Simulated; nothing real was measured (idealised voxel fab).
voxel self aligned vias: a process module
This is section cut - it's 275 nm across, gridded in 5 nm square cells.
For the purposes of this document, a cross-section shall be understood as a grid of square cells, specified as bands listed in top-to-bottom order, each band consisting of one or more rows of cells.
First you get the band's top height and its bottom height, in nm, and then the materials it's made of, left to right, with each width in nm. If you see a single material with "all across", that one covers the band edge to edge. "blank" is empty space.
Measure heights from 0. That's the level where, below it, the as-received wafer is all one material. The lowest band is bottomless and extends downward; write it as in "0 down".
Note: "30..40" means the width goes from the first number (top row of the band) to the second number (bottom row) in equal steps per row of cells.
It should be understood that the words "remains unaltered", when stated for a given step, signify that the cross-section underwent no change in any of its cells during that step.
If an empty space has no open way to the top and is at least 8 cells in size, "Internal closed voids" lists it, written width x height at distance, where distance is measured from the left edge and every value is in nm.
Past the settings on a step's line: simulator remark, on that step.
A step's line can hold "overlay nm"; with a mask on that step, the setting says how far right of the planned place the mask lay, while a negative setting says it lay to the left.

**List of planned process steps**
1 RECEIVE with material Si
2 CONFORMAL_DEP with material SiO2, thk nm 10
3 CONFORMAL_DEP with material SiCN, thk nm 5
4 DIRECTIONAL_DEP with material SiO2, thk nm 20
5 PATTERN with tone open, mask id LINES, material resist, width nm 20, pitch nm 65, thk nm 15, overlay nm 0
6 DIRECTIONAL_ETCH with etch materials SiO2, depth nm 20
7 STRIP with etch materials resist
8 CONFORMAL_DEP with material TiN, thk nm 5
9 FILL_DEP with material W, thk nm 5
10 CMP with height nm 35
11 SELECTIVE_ETCH with etch materials W Ru TiN, depth nm 10
12 FILL_DEP with material SiN, thk nm 5
13 CMP with height nm 35
14 DIRECTIONAL_DEP with material SiO2, thk nm 15
15 MASKED_ETCH with tone open, mask id VIAS, width nm 40, pitch nm 65, etch materials SiO2, depth nm 15, overlay nm 0
16 MASKED_ETCH with tone open, mask id VIAS, width nm 40, pitch nm 65, etch materials SiN, depth nm 10, overlay nm 0
17 CONFORMAL_DEP with material TiN, thk nm 5
18 FILL_DEP with material Ru, thk nm 10
19 CMP with height nm 50
20 CONFORMAL_DEP with material SiN, thk nm 5

**first wafer, as planned**

**Cross-sectional view of the wafer in its as-received condition, corresponding to the state after step 1**
0 down: Si all across
Internal closed voids: none

**After step 2: wafer cross-section**
10 to 0: SiO2 all across
For the remainder of the cross-section, below 0, there is no change.

**After step 3: wafer cross-section**
15 to 10: SiCN all across
For the remainder of the cross-section, below 10, there is no change.

**After step 4: wafer cross-section**
35 to 15: SiO2 all across
For the remainder of the cross-section, below 15, there is no change.

**After step 5: wafer cross-section**
50 to 35: resist 60 nm | blank 20 nm | resist 45 nm | blank 20 nm | resist 45 nm | blank 20 nm | resist 65 nm
For the remainder of the cross-section, below 35, there is no change.

**After step 6: wafer cross-section**
50 to 35: resist 60 nm | blank 20 nm | resist 45 nm | blank 20 nm | resist 45 nm | blank 20 nm | resist 65 nm
35 to 15: SiO2 60 nm | blank 20 nm | SiO2 45 nm | blank 20 nm | SiO2 45 nm | blank 20 nm | SiO2 65 nm
For the remainder of the cross-section, below 15, there is no change.

**After step 7: wafer cross-section**
35 to 15: SiO2 60 nm | blank 20 nm | SiO2 45 nm | blank 20 nm | SiO2 45 nm | blank 20 nm | SiO2 65 nm
For the remainder of the cross-section, below 15, there is no change.

**After step 8: wafer cross-section**
40 to 35: TiN 65 nm | blank 10 nm | TiN 55 nm | blank 10 nm | TiN 55 nm | blank 10 nm | TiN 70 nm
35 to 20: SiO2 60 nm | TiN 5 nm | blank 10 nm | TiN 5 nm | SiO2 45 nm | TiN 5 nm | blank 10 nm | TiN 5 nm | SiO2 45 nm | TiN 5 nm | blank 10 nm | TiN 5 nm | SiO2 65 nm
20 to 15: SiO2 60 nm | TiN 20 nm | SiO2 45 nm | TiN 20 nm | SiO2 45 nm | TiN 20 nm | SiO2 65 nm
For the remainder of the cross-section, below 15, there is no change.

**After step 9: wafer cross-section**
45 to 40: W all across
40 to 35: TiN 65 nm | W 10 nm | TiN 55 nm | W 10 nm | TiN 55 nm | W 10 nm | TiN 70 nm
35 to 20: SiO2 60 nm | TiN 5 nm | W 10 nm | TiN 5 nm | SiO2 45 nm | TiN 5 nm | W 10 nm | TiN 5 nm | SiO2 45 nm | TiN 5 nm | W 10 nm | TiN 5 nm | SiO2 65 nm
For the remainder of the cross-section, below 20, there is no change.

**After step 10: wafer cross-section**
35 to 20: SiO2 60 nm | TiN 5 nm | W 10 nm | TiN 5 nm | SiO2 45 nm | TiN 5 nm | W 10 nm | TiN 5 nm | SiO2 45 nm | TiN 5 nm | W 10 nm | TiN 5 nm | SiO2 65 nm
For the remainder of the cross-section, below 20, there is no change.

**After step 11: wafer cross-section**
35 to 25: SiO2 60 nm | blank 20 nm | SiO2 45 nm | blank 20 nm | SiO2 45 nm | blank 20 nm | SiO2 65 nm
For the remainder of the cross-section, below 25, there is no change.

**After step 12: wafer cross-section**
40 to 35: SiN all across
35 to 25: SiO2 60 nm | SiN 20 nm | SiO2 45 nm | SiN 20 nm | SiO2 45 nm | SiN 20 nm | SiO2 65 nm
For the remainder of the cross-section, below 25, there is no change.

**After step 13: wafer cross-section**
35 to 25: SiO2 60 nm | SiN 20 nm | SiO2 45 nm | SiN 20 nm | SiO2 45 nm | SiN 20 nm | SiO2 65 nm
For the remainder of the cross-section, below 25, there is no change.

**After step 14: wafer cross-section**
50 to 35: SiO2 all across
For the remainder of the cross-section, below 35, there is no change.

**After step 15: wafer cross-section**
50 to 35: SiO2 50 nm | blank 40 nm | SiO2 25 nm | blank 40 nm | SiO2 25 nm | blank 40 nm | SiO2 55 nm
For the remainder of the cross-section, below 35, there is no change.

**After step 16: wafer cross-section**
50 to 35: SiO2 50 nm | blank 40 nm | SiO2 25 nm | blank 40 nm | SiO2 25 nm | blank 40 nm | SiO2 55 nm
35 to 25: SiO2 60 nm | blank 20 nm | SiO2 45 nm | blank 20 nm | SiO2 45 nm | blank 20 nm | SiO2 65 nm
For the remainder of the cross-section, below 25, there is no change.

**After step 17: wafer cross-section**
55 to 50: TiN 55 nm | blank 30 nm | TiN 35 nm | blank 30 nm | TiN 35 nm | blank 30 nm | TiN 60 nm
50 to 40: SiO2 50 nm | TiN 5 nm | blank 30 nm | TiN 5 nm | SiO2 25 nm | TiN 5 nm | blank 30 nm | TiN 5 nm | SiO2 25 nm | TiN 5 nm | blank 30 nm | TiN 5 nm | SiO2 55 nm
40 to 30: SiO2 50..60 nm | TiN 15..5 nm | blank 10 nm | TiN 15..5 nm | SiO2 25..45 nm | TiN 15..5 nm | blank 10 nm | TiN 15..5 nm | SiO2 25..45 nm | TiN 15..5 nm | blank 10 nm | TiN 15..5 nm | SiO2 55..65 nm
30 to 25: SiO2 60 nm | TiN 20 nm | SiO2 45 nm | TiN 20 nm | SiO2 45 nm | TiN 20 nm | SiO2 65 nm
For the remainder of the cross-section, below 25, there is no change.

**After step 18: wafer cross-section**
65 to 55: Ru all across
55 to 50: TiN 55 nm | Ru 30 nm | TiN 35 nm | Ru 30 nm | TiN 35 nm | Ru 30 nm | TiN 60 nm
50 to 40: SiO2 50 nm | TiN 5 nm | Ru 30 nm | TiN 5 nm | SiO2 25 nm | TiN 5 nm | Ru 30 nm | TiN 5 nm | SiO2 25 nm | TiN 5 nm | Ru 30 nm | TiN 5 nm | SiO2 55 nm
40 to 30: SiO2 50..60 nm | TiN 15..5 nm | Ru 10 nm | TiN 15..5 nm | SiO2 25..45 nm | TiN 15..5 nm | Ru 10 nm | TiN 15..5 nm | SiO2 25..45 nm | TiN 15..5 nm | Ru 10 nm | TiN 15..5 nm | SiO2 55..65 nm
For the remainder of the cross-section, below 30, there is no change.

**After step 19: wafer cross-section**
50 to 40: SiO2 50 nm | TiN 5 nm | Ru 30 nm | TiN 5 nm | SiO2 25 nm | TiN 5 nm | Ru 30 nm | TiN 5 nm | SiO2 25 nm | TiN 5 nm | Ru 30 nm | TiN 5 nm | SiO2 55 nm
For the remainder of the cross-section, below 40, there is no change.

**After step 20: wafer cross-section**
55 to 50: SiN all across
For the remainder of the cross-section, below 50, there is no change.

**Notes, second wafer: start = first wafer's, plan = first wafer's, execution had one mistake; history identical to first through step 14**

**Cross-section of the second wafer corresponding to the planned conclusion of step 15**
50 to 35: SiO2 55 nm | blank 35 nm | SiO2 30 nm | blank 35 nm | SiO2 30 nm | blank 35 nm | SiO2 55 nm
For the remainder of the cross-section, below 35, there is no change.

**Cross-section of the second wafer corresponding to the planned conclusion of step 16**
50 to 35: SiO2 55 nm | blank 35 nm | SiO2 30 nm | blank 35 nm | SiO2 30 nm | blank 35 nm | SiO2 55 nm
35 to 25: SiO2 60 nm | blank 20 nm | SiO2 45 nm | blank 20 nm | SiO2 45 nm | blank 20 nm | SiO2 65 nm
For the remainder of the cross-section, below 25, there is no change.

**Cross-section of the second wafer corresponding to the planned conclusion of step 17**
55 to 50: TiN 60 nm | blank 25 nm | TiN 40 nm | blank 25 nm | TiN 40 nm | blank 25 nm | TiN 60 nm
50 to 40: SiO2 55 nm | TiN 5 nm | blank 25 nm | TiN 5 nm | SiO2 30 nm | TiN 5 nm | blank 25 nm | TiN 5 nm | SiO2 30 nm | TiN 5 nm | blank 25 nm | TiN 5 nm | SiO2 55 nm
40 to 30: SiO2 55..60 nm | TiN 10..5 nm | blank 10 nm | TiN 15..5 nm | SiO2 30..45 nm | TiN 10..5 nm | blank 10 nm | TiN 15..5 nm | SiO2 30..45 nm | TiN 10..5 nm | blank 10 nm | TiN 15..5 nm | SiO2 55..65 nm
30 to 25: SiO2 60 nm | TiN 20 nm | SiO2 45 nm | TiN 20 nm | SiO2 45 nm | TiN 20 nm | SiO2 65 nm
For the remainder of the cross-section, below 25, there is no change.

**Cross-section of the second wafer corresponding to the planned conclusion of step 18**
65 to 55: Ru all across
55 to 50: TiN 60 nm | Ru 25 nm | TiN 40 nm | Ru 25 nm | TiN 40 nm | Ru 25 nm | TiN 60 nm
50 to 40: SiO2 55 nm | TiN 5 nm | Ru 25 nm | TiN 5 nm | SiO2 30 nm | TiN 5 nm | Ru 25 nm | TiN 5 nm | SiO2 30 nm | TiN 5 nm | Ru 25 nm | TiN 5 nm | SiO2 55 nm
40 to 30: SiO2 55..60 nm | TiN 10..5 nm | Ru 10 nm | TiN 15..5 nm | SiO2 30..45 nm | TiN 10..5 nm | Ru 10 nm | TiN 15..5 nm | SiO2 30..45 nm | TiN 10..5 nm | Ru 10 nm | TiN 15..5 nm | SiO2 55..65 nm
For the remainder of the cross-section, below 30, there is no change.

**Cross-section of the second wafer corresponding to the planned conclusion of step 19**
50 to 40: SiO2 55 nm | TiN 5 nm | Ru 25 nm | TiN 5 nm | SiO2 30 nm | TiN 5 nm | Ru 25 nm | TiN 5 nm | SiO2 30 nm | TiN 5 nm | Ru 25 nm | TiN 5 nm | SiO2 55 nm
For the remainder of the cross-section, below 40, there is no change.

**Cross-section of the second wafer corresponding to the planned conclusion of step 20**
55 to 50: SiN all across
For the remainder of the cross-section, below 50, there is no change.
In executing the process, a mistake was made relative to the plan: step 15 changed vs plan, executed as MASKED_ETCH with tone open, mask id VIAS, width nm 35, pitch nm 65, etch materials SiO2, depth nm 15, overlay nm 0
End of process, cell counts, second wafer against first, materials with more or fewer: Ru: 6 fewer; SiO2: 9 more; TiN: 3 fewer
